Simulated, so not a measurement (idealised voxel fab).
process module | voxel capacitor over wiring
cross-section cut | 140 nm wide | cells 5 nm
A cross-section is a grid of square cells, given in bands from the top down. A band is one or more rows of cells.
Each band's line starts with the height of the band's top and of its bottom, in nm. Then come its materials from left to right, each with its width in nm. One material with "throughout" fills the band from edge to edge. "air" is empty space.
Height 0 is the level under which the wafer as received is all one material. The lowest band goes on downwards, as in "0 down".
A width such as "30 to 40" changes by the same amount from each row of cells to the next, from the band's top row to its bottom row.
"no change" after a step means that no cell of the cross-section changed.
closed voids: empty space of 8 cells or more with no open way to the top, each as width x height at its distance from the left edge, in nm
after a step's settings: what the simulator itself notes on the step
overlay nm, on a step with a mask: how far to the right of its planned place the mask lay; to the left if negative
plan
1 op RECEIVE | material Si
2 op CONFORMAL_DEP | material SiO2 | thk nm 15
3 op DIRECTIONAL_DEP | material TiN | thk nm 5
4 op DIRECTIONAL_DEP | material W | thk nm 25
5 op MASKED_ETCH | tone cover | mask id METAL_1 | width nm 20 | pitch nm 75 | etch materials W | depth nm 25 | overlay nm 0
6 op MASKED_ETCH | tone cover | mask id METAL_1 | width nm 20 | pitch nm 75 | etch materials TiN | depth nm 5 | overlay nm 0
7 op FILL_DEP | material lowk | thk nm 5
8 op CMP | height nm 45
9 op CONFORMAL_DEP | material SiCN | thk nm 5
10 op DIRECTIONAL_DEP | material lowk | thk nm 15
11 op PATTERN | tone open | mask id PLUG_1 | material resist | width nm 15 | thk nm 20 | overlay nm 0
12 op DIRECTIONAL_ETCH | etch materials lowk | depth nm 15
13 op DIRECTIONAL_ETCH | etch materials SiCN | depth nm 5
14 op STRIP | etch materials resist
15 op EPI | material Ru | thk nm 10
16 op EPI | material Ru | thk nm 10
17 op DIRECTIONAL_DEP | material TiN | thk nm 5
18 op DIRECTIONAL_DEP | material SiN | thk nm 5
19 op DIRECTIONAL_DEP | material TiN | thk nm 10
20 op PATTERN | tone cover | mask id UPPER_PLATE | material resist | width nm 60 | thk nm 20 | overlay nm 0
21 op DIRECTIONAL_ETCH | etch materials TiN | depth nm 10
22 op DIRECTIONAL_ETCH | etch materials SiN | depth nm 5
23 op STRIP | etch materials resist
24 op DIRECTIONAL_DEP | material aC | thk nm 10
25 op PATTERN | tone cover | mask id LOWER_PLATE | material resist | width nm 70 | thk nm 30 | overlay nm 0
26 op DIRECTIONAL_ETCH | etch materials aC | depth nm 10
27 op STRIP | etch materials resist
28 op DIRECTIONAL_ETCH | etch materials TiN | depth nm 5
29 op STRIP | etch materials aC
30 op FILL_DEP | material SiO2 | thk nm 15
31 op CMP | height nm 95
32 op MASKED_ETCH | tone open | mask id PLUG_2 | width nm 15 | etch materials SiO2 | depth nm 10 | overlay nm 0
33 op CONFORMAL_DEP | material TiN | thk nm 5
34 op FILL_DEP | material Cu | thk nm 5
35 op CMP | height nm 95
36 op CONFORMAL_DEP | material SiCN | thk nm 5
as received, after step 1
  0 down: Si throughout
  closed voids: none
a wafer at the end: this start, this plan, one mistake
  100 to 95: SiCN throughout
  95 to 90: SiO2 35 | TiN 5 | Cu 5 | TiN 5 | SiO2 90
  90 to 85: SiO2 35 | TiN 15 | SiO2 90
  85 to 75: SiO2 25 | TiN 60 | SiO2 55
  75 to 70: SiO2 25 | SiN 60 | SiO2 55
  70 to 65: SiO2 20 | TiN 70 | SiO2 50
  65 to 50: lowk 35 | Ru 15 | lowk 90
  50 to 45: SiCN 35 | Ru 15 | SiCN 90
  45 to 20: lowk 20 | W 20 | lowk 55 | W 20 | lowk 25
  20 to 15: lowk 20 | TiN 20 | lowk 55 | TiN 20 | lowk 25
  15 to 0: SiO2 throughout
  0 down: Si throughout
  closed voids: none
what went wrong: step 11 ran as: op PATTERN | tone open | mask id PLUG_1 | material resist | width nm 15 | thk nm 20 | overlay nm 10
